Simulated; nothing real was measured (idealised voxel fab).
Presented below is a process module, voxel tone inversion.
Section cut is 250 nm wide and gridded with 5 nm square cells.
When this document writes out a cross-section, it uses a grid of square cells and lists it as bands, beginning at the top and moving down, with a band standing for one or more rows of cells. Heads up on the band format: heights come first, top then bottom, in nm. After that it's the materials left to right, each with its width in nm. A single material flagged "everywhere" fills the whole band edge to edge, and "blank" means there's empty space there. Heights are reckoned from 0. Under this level, the received wafer is all of one material. The bottommost band is open-ended downward, for example "from 0 down". A width such as "30..40" changes by the same amount from each row of cells to the next, from the band's top row to its bottom row. You'll sometimes find "nothing different" written for a step, and that's the way of saying that nowhere in the cross-section did a cell change during that step. Any empty space of 8 cells or more lacking an open way to the top shows up in "closed voids" as width x height at distance, distance from the left edge, in nm. Post-settings text on a step line: simulator's own remark regarding the step. A step's line can hold "overlay nm"; with a mask on that step, the setting says how far right of the planned place the mask lay, while a negative setting says it lay to the left.

### These are the steps we planned for the process
step 1: RECEIVE with material Si
step 2: CONFORMAL_DEP with material SiN, thk nm 10
step 3: DIRECTIONAL_DEP with material polySi, thk nm 25
step 4: PATTERN with tone cover, mask id POSTS, material resist, width nm 15, pitch nm 45, thk nm 35, overlay nm 0
step 5: DIRECTIONAL_ETCH with etch materials polySi, depth nm 25
step 6: STRIP with etch materials resist
step 7: FILL_DEP with material SiO2, thk nm 10
step 8: CMP with height nm 35
step 9: STRIP with etch materials polySi
step 10: CONFORMAL_DEP with material TiN, thk nm 5
step 11: FILL_DEP with material Ru, thk nm 10
step 12: CMP with height nm 35
step 13: CONFORMAL_DEP with material SiN, thk nm 5

### First wafer of two (run as planned)

### Cross-section: wafer on arrival = after step 1
from 0 down | Si everywhere
closed voids: none

### You're looking at a cross-section of the wafer after step 2
from 10 to 0 | SiN everywhere
For the remainder of the cross-section, below 0, there is no change.

### You're looking at a cross-section of the wafer after step 3
from 35 to 10 | polySi everywhere
For the remainder of the cross-section, below 10, there is no change.

### You're looking at a cross-section of the wafer after step 4
from 70 to 35 | blank (70)  resist (15)  blank (30)  resist (15)  blank (30)  resist (15)  blank (75)
For the remainder of the cross-section, below 35, there is no change.

### You're looking at a cross-section of the wafer after step 5
from 70 to 35 | blank (70)  resist (15)  blank (30)  resist (15)  blank (30)  resist (15)  blank (75)
from 35 to 10 | blank (70)  polySi (15)  blank (30)  polySi (15)  blank (30)  polySi (15)  blank (75)
For the remainder of the cross-section, below 10, there is no change.

### You're looking at a cross-section of the wafer after step 6
from 35 to 10 | blank (70)  polySi (15)  blank (30)  polySi (15)  blank (30)  polySi (15)  blank (75)
For the remainder of the cross-section, below 10, there is no change.

### You're looking at a cross-section of the wafer after step 7
from 45 to 35 | SiO2 everywhere
from 35 to 10 | SiO2 (70)  polySi (15)  SiO2 (30)  polySi (15)  SiO2 (30)  polySi (15)  SiO2 (75)
For the remainder of the cross-section, below 10, there is no change.

### You're looking at a cross-section of the wafer after step 8
from 35 to 10 | SiO2 (70)  polySi (15)  SiO2 (30)  polySi (15)  SiO2 (30)  polySi (15)  SiO2 (75)
For the remainder of the cross-section, below 10, there is no change.

### You're looking at a cross-section of the wafer after step 9
from 35 to 10 | SiO2 (70)  blank (15)  SiO2 (30)  blank (15)  SiO2 (30)  blank (15)  SiO2 (75)
For the remainder of the cross-section, below 10, there is no change.

### You're looking at a cross-section of the wafer after step 10
from 40 to 35 | TiN (75)  blank (5)  TiN (40)  blank (5)  TiN (40)  blank (5)  TiN (80)
from 35 to 15 | SiO2 (70)  TiN (5)  blank (5)  TiN (5)  SiO2 (30)  TiN (5)  blank (5)  TiN (5)  SiO2 (30)  TiN (5)  blank (5)  TiN (5)  SiO2 (75)
from 15 to 10 | SiO2 (70)  TiN (15)  SiO2 (30)  TiN (15)  SiO2 (30)  TiN (15)  SiO2 (75)
For the remainder of the cross-section, below 10, there is no change.

### You're looking at a cross-section of the wafer after step 11
from 50 to 40 | Ru everywhere
from 40 to 35 | TiN (75)  Ru (5)  TiN (40)  Ru (5)  TiN (40)  Ru (5)  TiN (80)
from 35 to 15 | SiO2 (70)  TiN (5)  Ru (5)  TiN (5)  SiO2 (30)  TiN (5)  Ru (5)  TiN (5)  SiO2 (30)  TiN (5)  Ru (5)  TiN (5)  SiO2 (75)
For the remainder of the cross-section, below 15, there is no change.

### You're looking at a cross-section of the wafer after step 12
from 35 to 15 | SiO2 (70)  TiN (5)  Ru (5)  TiN (5)  SiO2 (30)  TiN (5)  Ru (5)  TiN (5)  SiO2 (30)  TiN (5)  Ru (5)  TiN (5)  SiO2 (75)
For the remainder of the cross-section, below 15, there is no change.

### You're looking at a cross-section of the wafer after step 13
from 40 to 35 | SiN everywhere
For the remainder of the cross-section, below 35, there is no change.

### Second wafer: same start and same plan as the first, one execution error; identical to the first through step 3

### Second wafer, cut view, end of step 4 per plan
from 70 to 35 | resist (70)  blank (15)  resist (30)  blank (15)  resist (30)  blank (15)  resist (75)
For the remainder of the cross-section, below 35, there is no change.

### Second wafer, cut view, end of step 5 per plan
from 70 to 35 | resist (70)  blank (15)  resist (30)  blank (15)  resist (30)  blank (15)  resist (75)
from 35 to 10 | polySi (70)  blank (15)  polySi (30)  blank (15)  polySi (30)  blank (15)  polySi (75)
For the remainder of the cross-section, below 10, there is no change.

### Second wafer, cut view, end of step 6 per plan
from 35 to 10 | polySi (70)  blank (15)  polySi (30)  blank (15)  polySi (30)  blank (15)  polySi (75)
For the remainder of the cross-section, below 10, there is no change.

### Second wafer, cut view, end of step 7 per plan
from 45 to 35 | SiO2 everywhere
from 35 to 10 | polySi (70)  SiO2 (15)  polySi (30)  SiO2 (15)  polySi (30)  SiO2 (15)  polySi (75)
For the remainder of the cross-section, below 10, there is no change.

### Second wafer, cut view, end of step 8 per plan
from 35 to 10 | polySi (70)  SiO2 (15)  polySi (30)  SiO2 (15)  polySi (30)  SiO2 (15)  polySi (75)
For the remainder of the cross-section, below 10, there is no change.

### Second wafer, cut view, end of step 9 per plan
from 35 to 10 | blank (70)  SiO2 (15)  blank (30)  SiO2 (15)  blank (30)  SiO2 (15)  blank (75)
For the remainder of the cross-section, below 10, there is no change.

### Second wafer, cut view, end of step 10 per plan
from 40 to 35 | blank (65)  TiN (25)  blank (20)  TiN (25)  blank (20)  TiN (25)  blank (70)
from 35 to 15 | blank (65)  TiN (5)  SiO2 (15)  TiN (5)  blank (20)  TiN (5)  SiO2 (15)  TiN (5)  blank (20)  TiN (5)  SiO2 (15)  TiN (5)  blank (70)
from 15 to 10 | TiN (70)  SiO2 (15)  TiN (30)  SiO2 (15)  TiN (30)  SiO2 (15)  TiN (75)
For the remainder of the cross-section, below 10, there is no change.

### Second wafer, cut view, end of step 11 per plan
from 50 to 40 | Ru everywhere
from 40 to 35 | Ru (65)  TiN (25)  Ru (20)  TiN (25)  Ru (20)  TiN (25)  Ru (70)
from 35 to 15 | Ru (65)  TiN (5)  SiO2 (15)  TiN (5)  Ru (20)  TiN (5)  SiO2 (15)  TiN (5)  Ru (20)  TiN (5)  SiO2 (15)  TiN (5)  Ru (70)
For the remainder of the cross-section, below 15, there is no change.

### Second wafer, cut view, end of step 12 per plan
from 35 to 15 | Ru (65)  TiN (5)  SiO2 (15)  TiN (5)  Ru (20)  TiN (5)  SiO2 (15)  TiN (5)  Ru (20)  TiN (5)  SiO2 (15)  TiN (5)  Ru (70)
For the remainder of the cross-section, below 15, there is no change.

### Second wafer, cut view, end of step 13 per plan
from 40 to 35 | SiN everywhere
For the remainder of the cross-section, below 35, there is no change.
The mistake made against the process plan was this: for step 4, the planned setting was not used; the step was instead run as PATTERN with tone open, mask id POSTS, material resist, width nm 15, pitch nm 45, thk nm 35, overlay nm 0
End of process, cell counts, second wafer against first, materials with more or fewer: 128 more of Ru | 160 fewer of SiO2 | 32 more of TiN
